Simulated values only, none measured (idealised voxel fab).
process module | voxel transistor to metal
cross-section cut | 170 nm wide | cells 5 nm
A cross-section is a grid of square cells, given in bands from the top down. A band is one or more rows of cells.
Each band's line starts with the height of the band's top and of its bottom, in nm. Then come its materials from left to right, each with its width in nm. One material with "throughout" fills the band from edge to edge. "air" is empty space.
Height 0 is the level under which the wafer as received is all one material. The lowest band goes on downwards, as in "0 down".
A width such as "30 to 40" changes by the same amount from each row of cells to the next, from the band's top row to its bottom row.
"no change" after a step means that no cell of the cross-section changed.
closed voids: empty space of 8 cells or more with no open way to the top, each as width x height at its distance from the left edge, in nm
after a step's settings: what the simulator itself notes on the step
overlay nm, on a step with a mask: how far to the right of its planned place the mask lay; to the left if negative
plan
1 op RECEIVE | material Si
2 op CONFORMAL_DEP | material SiO2 | thk nm 5
3 op CONFORMAL_DEP | material SiN | thk nm 15
4 op MASKED_ETCH | tone cover | mask id ACTIVE | width nm 95 | etch materials SiN | depth nm 15 | overlay nm 0
5 op MASKED_ETCH | tone cover | mask id ACTIVE | width nm 95 | etch materials SiO2 | depth nm 5 | overlay nm 0
6 op MASKED_ETCH | tone cover | mask id ACTIVE | width nm 95 | etch materials Si | depth nm 20 | overlay nm 0
7 op OXIDIZE | depth nm 5
8 op FILL_DEP | material SiO2 | thk nm 15
9 op CMP | height nm 20
10 op SELECTIVE_ETCH | etch materials SiO2 | depth nm 10
11 op STRIP | etch materials SiN
12 op SELECTIVE_ETCH | etch materials SiO2 | depth nm 5
13 op OXIDIZE | depth nm 5
14 op DIRECTIONAL_DEP | material polySi | thk nm 30
15 op DIRECTIONAL_DEP | material SiCN | thk nm 10
16 op PATTERN | tone cover | mask id GATE | material resist | width nm 15 | thk nm 20 | overlay nm 0
17 op DIRECTIONAL_ETCH | etch materials SiCN | depth nm 20
18 op DIRECTIONAL_ETCH | etch materials polySi | depth nm 40
19 op STRIP | etch materials resist
20 op CONFORMAL_DEP | material SiN | thk nm 10
21 op DIRECTIONAL_ETCH | etch materials SiN | depth nm 10
22 op DIRECTIONAL_ETCH | etch materials SiO2 | depth nm 5
23 op DIRECTIONAL_ETCH | etch materials Si | depth nm 5
24 op EPI | material pSi | thk nm 10
25 op FILL_DEP | material SiO2 | thk nm 5
26 op CMP | height nm 40
27 op DIRECTIONAL_DEP | material SiO2 | thk nm 15
28 op MASKED_ETCH | tone open | mask id CONTACT | width nm 15 | pitch nm 60 | etch materials SiO2 | depth nm 55 | overlay nm 0
29 op CONFORMAL_DEP | material TiN | thk nm 5
30 op FILL_DEP | material Ru | thk nm 10
31 op CMP | height nm 55
32 op CONFORMAL_DEP | material SiN | thk nm 5
33 op DIRECTIONAL_DEP | material SiO2 | thk nm 25
34 op PATTERN | tone open | mask id METAL_1 | material resist | width nm 15 | pitch nm 60 | thk nm 15 | overlay nm 0
35 op DIRECTIONAL_ETCH | etch materials SiO2 | depth nm 25
36 op DIRECTIONAL_ETCH | etch materials SiN | depth nm 5
37 op STRIP | etch materials resist
38 op CONFORMAL_DEP | material TiN | thk nm 5
39 op FILL_DEP | material Cu | thk nm 5
40 op CMP | height nm 85
41 op CONFORMAL_DEP | material SiCN | thk nm 5
first wafer, as planned
as received, after step 1
  0 down: Si throughout
  closed voids: none
after step 2
  5 to 0: SiO2 throughout
  below 0: unchanged
after step 3
  20 to 5: SiN throughout
  below 5: unchanged
after step 4
  20 to 5: air 35 | SiN 95 | air 40
  below 5: unchanged
after step 5
  20 to 5: air 35 | SiN 95 | air 40
  5 to 0: air 35 | SiO2 95 | air 40
  below 0: unchanged
after step 6
  20 to 5: air 35 | SiN 95 | air 40
  5 to 0: air 35 | SiO2 95 | air 40
  0 to -20: air 35 | Si 95 | air 40
  below -20: unchanged
after step 7
  20 to 5: air 35 | SiN 95 | air 40
  5 to 0: air 35 | SiO2 95 | air 40
  0 to -20: air 35 | SiO2 5 | Si 85 | SiO2 5 | air 40
  -20 to -25: SiO2 40 | Si 85 | SiO2 45
  below -25: unchanged
after step 8
  35 to 20: SiO2 throughout
  20 to 5: SiO2 35 | SiN 95 | SiO2 40
  5 to 0: SiO2 throughout
  0 to -25: SiO2 40 | Si 85 | SiO2 45
  below -25: unchanged
after step 9
  20 to 5: SiO2 35 | SiN 95 | SiO2 40
  below 5: unchanged
after step 10
  20 to 10: air 35 | SiN 95 | air 40
  below 10: unchanged
after step 11
  10 to 5: SiO2 35 | air 95 | SiO2 40
  below 5: unchanged
after step 12
  5 to 0: SiO2 30 | air 105 | SiO2 35
  below 0: unchanged
after step 13
  5 to 0: SiO2 30 | air 105 | SiO2 35
  0 to -5: SiO2 throughout
  below -5: unchanged
after step 14
  35 to 30: polySi 30 | air 105 | polySi 35
  30 to 5: polySi throughout
  5 to 0: SiO2 30 | polySi 105 | SiO2 35
  below 0: unchanged
after step 15
  45 to 40: SiCN 30 | air 105 | SiCN 35
  40 to 35: SiCN throughout
  35 to 30: polySi 30 | SiCN 105 | polySi 35
  below 30: unchanged
after step 16
  65 to 45: air 75 | resist 15 | air 80
  45 to 40: SiCN 30 | air 45 | resist 15 | air 45 | SiCN 35
  below 40: unchanged
after step 17
  65 to 40: air 75 | resist 15 | air 80
  40 to 35: air 75 | SiCN 15 | air 80
  35 to 30: polySi 30 | air 45 | SiCN 15 | air 45 | polySi 35
  below 30: unchanged
after step 18
  65 to 40: air 75 | resist 15 | air 80
  40 to 30: air 75 | SiCN 15 | air 80
  30 to 5: air 75 | polySi 15 | air 80
  5 to 0: SiO2 30 | air 45 | polySi 15 | air 45 | SiO2 35
  below 0: unchanged
after step 19
  40 to 30: air 75 | SiCN 15 | air 80
  below 30: unchanged
after step 20
  50 to 40: air 65 | SiN 35 | air 70
  40 to 30: air 65 | SiN 10 | SiCN 15 | SiN 10 | air 70
  30 to 15: air 65 | SiN 10 | polySi 15 | SiN 10 | air 70
  15 to 10: SiN 40 | air 25 | SiN 10 | polySi 15 | SiN 10 | air 25 | SiN 45
  10 to 5: SiN 75 | polySi 15 | SiN 80
  5 to 0: SiO2 30 | SiN 45 | polySi 15 | SiN 45 | SiO2 35
  below 0: unchanged
after step 21
  40 to 30: air 65 | SiN 10 | SiCN 15 | SiN 10 | air 70
  30 to 5: air 65 | SiN 10 | polySi 15 | SiN 10 | air 70
  5 to 0: SiO2 30 | SiN 10 | air 25 | SiN 10 | polySi 15 | SiN 10 | air 25 | SiN 10 | SiO2 35
  below 0: unchanged
after step 22
  40 to 30: air 65 | SiN 10 | SiCN 15 | SiN 10 | air 70
  30 to 5: air 65 | SiN 10 | polySi 15 | SiN 10 | air 70
  5 to 0: air 30 | SiN 10 | air 25 | SiN 10 | polySi 15 | SiN 10 | air 25 | SiN 10 | air 35
  0 to -5: SiO2 40 | air 25 | SiO2 35 | air 25 | SiO2 45
  below -5: unchanged
after step 23
  40 to 30: air 65 | SiN 10 | SiCN 15 | SiN 10 | air 70
  30 to 5: air 65 | SiN 10 | polySi 15 | SiN 10 | air 70
  5 to 0: air 30 | SiN 10 | air 25 | SiN 10 | polySi 15 | SiN 10 | air 25 | SiN 10 | air 35
  0 to -5: SiO2 40 | air 25 | SiO2 35 | air 25 | SiO2 45
  -5 to -10: SiO2 40 | air 25 | Si 35 | air 25 | SiO2 45
  below -10: unchanged
after step 24
  40 to 30: air 65 | SiN 10 | SiCN 15 | SiN 10 | air 70
  30 to 5: air 65 | SiN 10 | polySi 15 | SiN 10 | air 70
  5 to 0: air 30 | SiN 10 | air 15 | pSi 10 | SiN 10 | polySi 15 | SiN 10 | pSi 10 | air 15 | SiN 10 | air 35
  0 to -5: SiO2 40 | pSi 25 | SiO2 35 | pSi 25 | SiO2 45
  -5 to -10: SiO2 40 | pSi 25 | Si 35 | pSi 25 | SiO2 45
  below -10: unchanged
after step 25
  45 to 40: SiO2 throughout
  40 to 30: SiO2 65 | SiN 10 | SiCN 15 | SiN 10 | SiO2 70
  30 to 5: SiO2 65 | SiN 10 | polySi 15 | SiN 10 | SiO2 70
  5 to 0: SiO2 30 | SiN 10 | SiO2 15 | pSi 10 | SiN 10 | polySi 15 | SiN 10 | pSi 10 | SiO2 15 | SiN 10 | SiO2 35
  below 0: unchanged
after step 26
  40 to 30: SiO2 65 | SiN 10 | SiCN 15 | SiN 10 | SiO2 70
  below 30: unchanged
after step 27
  55 to 40: SiO2 throughout
  below 40: unchanged
after step 28
  55 to 40: SiO2 45 | air 15 | SiO2 45 | air 15 | SiO2 50
  40 to 30: SiO2 45 | air 15 | SiO2 5 | SiN 10 | SiCN 15 | SiN 10 | SiO2 5 | air 15 | SiO2 50
  30 to 5: SiO2 45 | air 15 | SiO2 5 | SiN 10 | polySi 15 | SiN 10 | SiO2 5 | air 15 | SiO2 50
  5 to 0: SiO2 30 | SiN 10 | SiO2 5 | air 10 | pSi 10 | SiN 10 | polySi 15 | SiN 10 | pSi 10 | air 10 | SiO2 5 | SiN 10 | SiO2 35
  below 0: unchanged
after step 29
  60 to 55: TiN 50 | air 5 | TiN 55 | air 5 | TiN 55
  55 to 40: SiO2 45 | TiN 5 | air 5 | TiN 5 | SiO2 45 | TiN 5 | air 5 | TiN 5 | SiO2 50
  40 to 30: SiO2 45 | TiN 5 | air 5 | TiN 5 | SiO2 5 | SiN 10 | SiCN 15 | SiN 10 | SiO2 5 | TiN 5 | air 5 | TiN 5 | SiO2 50
  30 to 10: SiO2 45 | TiN 5 | air 5 | TiN 5 | SiO2 5 | SiN 10 | polySi 15 | SiN 10 | SiO2 5 | TiN 5 | air 5 | TiN 5 | SiO2 50
  10 to 5: SiO2 45 | TiN 15 | SiO2 5 | SiN 10 | polySi 15 | SiN 10 | SiO2 5 | TiN 15 | SiO2 50
  5 to 0: SiO2 30 | SiN 10 | SiO2 5 | TiN 10 | pSi 10 | SiN 10 | polySi 15 | SiN 10 | pSi 10 | TiN 10 | SiO2 5 | SiN 10 | SiO2 35
  below 0: unchanged
after step 30
  70 to 60: Ru throughout
  60 to 55: TiN 50 | Ru 5 | TiN 55 | Ru 5 | TiN 55
  55 to 40: SiO2 45 | TiN 5 | Ru 5 | TiN 5 | SiO2 45 | TiN 5 | Ru 5 | TiN 5 | SiO2 50
  40 to 30: SiO2 45 | TiN 5 | Ru 5 | TiN 5 | SiO2 5 | SiN 10 | SiCN 15 | SiN 10 | SiO2 5 | TiN 5 | Ru 5 | TiN 5 | SiO2 50
  30 to 10: SiO2 45 | TiN 5 | Ru 5 | TiN 5 | SiO2 5 | SiN 10 | polySi 15 | SiN 10 | SiO2 5 | TiN 5 | Ru 5 | TiN 5 | SiO2 50
  below 10: unchanged
after step 31
  55 to 40: SiO2 45 | TiN 5 | Ru 5 | TiN 5 | SiO2 45 | TiN 5 | Ru 5 | TiN 5 | SiO2 50
  below 40: unchanged
after step 32
  60 to 55: SiN throughout
  below 55: unchanged
after step 33
  85 to 60: SiO2 throughout
  below 60: unchanged
after step 34
  100 to 85: resist 45 | air 15 | resist 45 | air 15 | resist 50
  below 85: unchanged
after step 35
  100 to 85: resist 45 | air 15 | resist 45 | air 15 | resist 50
  85 to 60: SiO2 45 | air 15 | SiO2 45 | air 15 | SiO2 50
  below 60: unchanged
after step 36
  100 to 85: resist 45 | air 15 | resist 45 | air 15 | resist 50
  85 to 60: SiO2 45 | air 15 | SiO2 45 | air 15 | SiO2 50
  60 to 55: SiN 45 | air 15 | SiN 45 | air 15 | SiN 50
  below 55: unchanged
after step 37
  85 to 60: SiO2 45 | air 15 | SiO2 45 | air 15 | SiO2 50
  below 60: unchanged
after step 38
  90 to 85: TiN 50 | air 5 | TiN 55 | air 5 | TiN 55
  85 to 60: SiO2 45 | TiN 5 | air 5 | TiN 5 | SiO2 45 | TiN 5 | air 5 | TiN 5 | SiO2 50
  60 to 55: SiN 45 | TiN 15 | SiN 45 | TiN 15 | SiN 50
  below 55: unchanged
after step 39
  95 to 90: Cu throughout
  90 to 85: TiN 50 | Cu 5 | TiN 55 | Cu 5 | TiN 55
  85 to 60: SiO2 45 | TiN 5 | Cu 5 | TiN 5 | SiO2 45 | TiN 5 | Cu 5 | TiN 5 | SiO2 50
  below 60: unchanged
after step 40
  85 to 60: SiO2 45 | TiN 5 | Cu 5 | TiN 5 | SiO2 45 | TiN 5 | Cu 5 | TiN 5 | SiO2 50
  below 60: unchanged
after step 41
  90 to 85: SiCN throughout
  below 85: unchanged
second wafer: like start, like plan, one mistake. Through step 5 it matches the first wafer
when step 6 should have ended
  20 to 5: air 35 | SiN 95 | air 40
  5 to 0: air 35 | SiO2 95 | air 40
  0 to -40: air 35 | Si 95 | air 40
  below -40: unchanged
when step 7 should have ended
  20 to 5: air 35 | SiN 95 | air 40
  5 to 0: air 35 | SiO2 95 | air 40
  0 to -40: air 35 | SiO2 5 | Si 85 | SiO2 5 | air 40
  -40 to -45: SiO2 40 | Si 85 | SiO2 45
  below -45: unchanged
when step 8 should have ended
  35 to 20: SiO2 throughout
  20 to 5: SiO2 35 | SiN 95 | SiO2 40
  5 to 0: SiO2 throughout
  0 to -45: SiO2 40 | Si 85 | SiO2 45
  below -45: unchanged
when step 9 should have ended
  20 to 5: SiO2 35 | SiN 95 | SiO2 40
  below 5: unchanged
when step 10 should have ended
  20 to 10: air 35 | SiN 95 | air 40
  below 10: unchanged
when step 11 should have ended
  10 to 5: SiO2 35 | air 95 | SiO2 40
  below 5: unchanged
when step 12 should have ended
  5 to 0: SiO2 30 | air 105 | SiO2 35
  below 0: unchanged
when step 13 should have ended
  5 to 0: SiO2 30 | air 105 | SiO2 35
  0 to -5: SiO2 throughout
  below -5: unchanged
when step 14 should have ended
  35 to 30: polySi 30 | air 105 | polySi 35
  30 to 5: polySi throughout
  5 to 0: SiO2 30 | polySi 105 | SiO2 35
  below 0: unchanged
when step 15 should have ended
  45 to 40: SiCN 30 | air 105 | SiCN 35
  40 to 35: SiCN throughout
  35 to 30: polySi 30 | SiCN 105 | polySi 35
  below 30: unchanged
when step 16 should have ended
  65 to 45: air 75 | resist 15 | air 80
  45 to 40: SiCN 30 | air 45 | resist 15 | air 45 | SiCN 35
  below 40: unchanged
when step 17 should have ended
  65 to 40: air 75 | resist 15 | air 80
  40 to 35: air 75 | SiCN 15 | air 80
  35 to 30: polySi 30 | air 45 | SiCN 15 | air 45 | polySi 35
  below 30: unchanged
when step 18 should have ended
  65 to 40: air 75 | resist 15 | air 80
  40 to 30: air 75 | SiCN 15 | air 80
  30 to 5: air 75 | polySi 15 | air 80
  5 to 0: SiO2 30 | air 45 | polySi 15 | air 45 | SiO2 35
  below 0: unchanged
when step 19 should have ended
  40 to 30: air 75 | SiCN 15 | air 80
  below 30: unchanged
when step 20 should have ended
  50 to 40: air 65 | SiN 35 | air 70
  40 to 30: air 65 | SiN 10 | SiCN 15 | SiN 10 | air 70
  30 to 15: air 65 | SiN 10 | polySi 15 | SiN 10 | air 70
  15 to 10: SiN 40 | air 25 | SiN 10 | polySi 15 | SiN 10 | air 25 | SiN 45
  10 to 5: SiN 75 | polySi 15 | SiN 80
  5 to 0: SiO2 30 | SiN 45 | polySi 15 | SiN 45 | SiO2 35
  below 0: unchanged
when step 21 should have ended
  40 to 30: air 65 | SiN 10 | SiCN 15 | SiN 10 | air 70
  30 to 5: air 65 | SiN 10 | polySi 15 | SiN 10 | air 70
  5 to 0: SiO2 30 | SiN 10 | air 25 | SiN 10 | polySi 15 | SiN 10 | air 25 | SiN 10 | SiO2 35
  below 0: unchanged
when step 22 should have ended
  40 to 30: air 65 | SiN 10 | SiCN 15 | SiN 10 | air 70
  30 to 5: air 65 | SiN 10 | polySi 15 | SiN 10 | air 70
  5 to 0: air 30 | SiN 10 | air 25 | SiN 10 | polySi 15 | SiN 10 | air 25 | SiN 10 | air 35
  0 to -5: SiO2 40 | air 25 | SiO2 35 | air 25 | SiO2 45
  below -5: unchanged
when step 23 should have ended
  40 to 30: air 65 | SiN 10 | SiCN 15 | SiN 10 | air 70
  30 to 5: air 65 | SiN 10 | polySi 15 | SiN 10 | air 70
  5 to 0: air 30 | SiN 10 | air 25 | SiN 10 | polySi 15 | SiN 10 | air 25 | SiN 10 | air 35
  0 to -5: SiO2 40 | air 25 | SiO2 35 | air 25 | SiO2 45
  -5 to -10: SiO2 40 | air 25 | Si 35 | air 25 | SiO2 45
  below -10: unchanged
when step 24 should have ended
  40 to 30: air 65 | SiN 10 | SiCN 15 | SiN 10 | air 70
  30 to 5: air 65 | SiN 10 | polySi 15 | SiN 10 | air 70
  5 to 0: air 30 | SiN 10 | air 15 | pSi 10 | SiN 10 | polySi 15 | SiN 10 | pSi 10 | air 15 | SiN 10 | air 35
  0 to -5: SiO2 40 | pSi 25 | SiO2 35 | pSi 25 | SiO2 45
  -5 to -10: SiO2 40 | pSi 25 | Si 35 | pSi 25 | SiO2 45
  below -10: unchanged
when step 25 should have ended
  45 to 40: SiO2 throughout
  40 to 30: SiO2 65 | SiN 10 | SiCN 15 | SiN 10 | SiO2 70
  30 to 5: SiO2 65 | SiN 10 | polySi 15 | SiN 10 | SiO2 70
  5 to 0: SiO2 30 | SiN 10 | SiO2 15 | pSi 10 | SiN 10 | polySi 15 | SiN 10 | pSi 10 | SiO2 15 | SiN 10 | SiO2 35
  below 0: unchanged
when step 26 should have ended
  40 to 30: SiO2 65 | SiN 10 | SiCN 15 | SiN 10 | SiO2 70
  below 30: unchanged
when step 27 should have ended
  55 to 40: SiO2 throughout
  below 40: unchanged
when step 28 should have ended
  55 to 40: SiO2 45 | air 15 | SiO2 45 | air 15 | SiO2 50
  40 to 30: SiO2 45 | air 15 | SiO2 5 | SiN 10 | SiCN 15 | SiN 10 | SiO2 5 | air 15 | SiO2 50
  30 to 5: SiO2 45 | air 15 | SiO2 5 | SiN 10 | polySi 15 | SiN 10 | SiO2 5 | air 15 | SiO2 50
  5 to 0: SiO2 30 | SiN 10 | SiO2 5 | air 10 | pSi 10 | SiN 10 | polySi 15 | SiN 10 | pSi 10 | air 10 | SiO2 5 | SiN 10 | SiO2 35
  below 0: unchanged
when step 29 should have ended
  60 to 55: TiN 50 | air 5 | TiN 55 | air 5 | TiN 55
  55 to 40: SiO2 45 | TiN 5 | air 5 | TiN 5 | SiO2 45 | TiN 5 | air 5 | TiN 5 | SiO2 50
  40 to 30: SiO2 45 | TiN 5 | air 5 | TiN 5 | SiO2 5 | SiN 10 | SiCN 15 | SiN 10 | SiO2 5 | TiN 5 | air 5 | TiN 5 | SiO2 50
  30 to 10: SiO2 45 | TiN 5 | air 5 | TiN 5 | SiO2 5 | SiN 10 | polySi 15 | SiN 10 | SiO2 5 | TiN 5 | air 5 | TiN 5 | SiO2 50
  10 to 5: SiO2 45 | TiN 15 | SiO2 5 | SiN 10 | polySi 15 | SiN 10 | SiO2 5 | TiN 15 | SiO2 50
  5 to 0: SiO2 30 | SiN 10 | SiO2 5 | TiN 10 | pSi 10 | SiN 10 | polySi 15 | SiN 10 | pSi 10 | TiN 10 | SiO2 5 | SiN 10 | SiO2 35
  below 0: unchanged
when step 30 should have ended
  70 to 60: Ru throughout
  60 to 55: TiN 50 | Ru 5 | TiN 55 | Ru 5 | TiN 55
  55 to 40: SiO2 45 | TiN 5 | Ru 5 | TiN 5 | SiO2 45 | TiN 5 | Ru 5 | TiN 5 | SiO2 50
  40 to 30: SiO2 45 | TiN 5 | Ru 5 | TiN 5 | SiO2 5 | SiN 10 | SiCN 15 | SiN 10 | SiO2 5 | TiN 5 | Ru 5 | TiN 5 | SiO2 50
  30 to 10: SiO2 45 | TiN 5 | Ru 5 | TiN 5 | SiO2 5 | SiN 10 | polySi 15 | SiN 10 | SiO2 5 | TiN 5 | Ru 5 | TiN 5 | SiO2 50
  below 10: unchanged
when step 31 should have ended
  55 to 40: SiO2 45 | TiN 5 | Ru 5 | TiN 5 | SiO2 45 | TiN 5 | Ru 5 | TiN 5 | SiO2 50
  below 40: unchanged
when step 32 should have ended
  60 to 55: SiN throughout
  below 55: unchanged
when step 33 should have ended
  85 to 60: SiO2 throughout
  below 60: unchanged
when step 34 should have ended
  100 to 85: resist 45 | air 15 | resist 45 | air 15 | resist 50
  below 85: unchanged
when step 35 should have ended
  100 to 85: resist 45 | air 15 | resist 45 | air 15 | resist 50
  85 to 60: SiO2 45 | air 15 | SiO2 45 | air 15 | SiO2 50
  below 60: unchanged
when step 36 should have ended
  100 to 85: resist 45 | air 15 | resist 45 | air 15 | resist 50
  85 to 60: SiO2 45 | air 15 | SiO2 45 | air 15 | SiO2 50
  60 to 55: SiN 45 | air 15 | SiN 45 | air 15 | SiN 50
  below 55: unchanged
when step 37 should have ended
  85 to 60: SiO2 45 | air 15 | SiO2 45 | air 15 | SiO2 50
  below 60: unchanged
when step 38 should have ended
  90 to 85: TiN 50 | air 5 | TiN 55 | air 5 | TiN 55
  85 to 60: SiO2 45 | TiN 5 | air 5 | TiN 5 | SiO2 45 | TiN 5 | air 5 | TiN 5 | SiO2 50
  60 to 55: SiN 45 | TiN 15 | SiN 45 | TiN 15 | SiN 50
  below 55: unchanged
when step 39 should have ended
  95 to 90: Cu throughout
  90 to 85: TiN 50 | Cu 5 | TiN 55 | Cu 5 | TiN 55
  85 to 60: SiO2 45 | TiN 5 | Cu 5 | TiN 5 | SiO2 45 | TiN 5 | Cu 5 | TiN 5 | SiO2 50
  below 60: unchanged
when step 40 should have ended
  85 to 60: SiO2 45 | TiN 5 | Cu 5 | TiN 5 | SiO2 45 | TiN 5 | Cu 5 | TiN 5 | SiO2 50
  below 60: unchanged
when step 41 should have ended
  90 to 85: SiCN throughout
  below 85: unchanged
what went wrong: step 6 was run twice
at the end the second wafer has, in cells: 68 fewer of Si | 68 more of SiO2
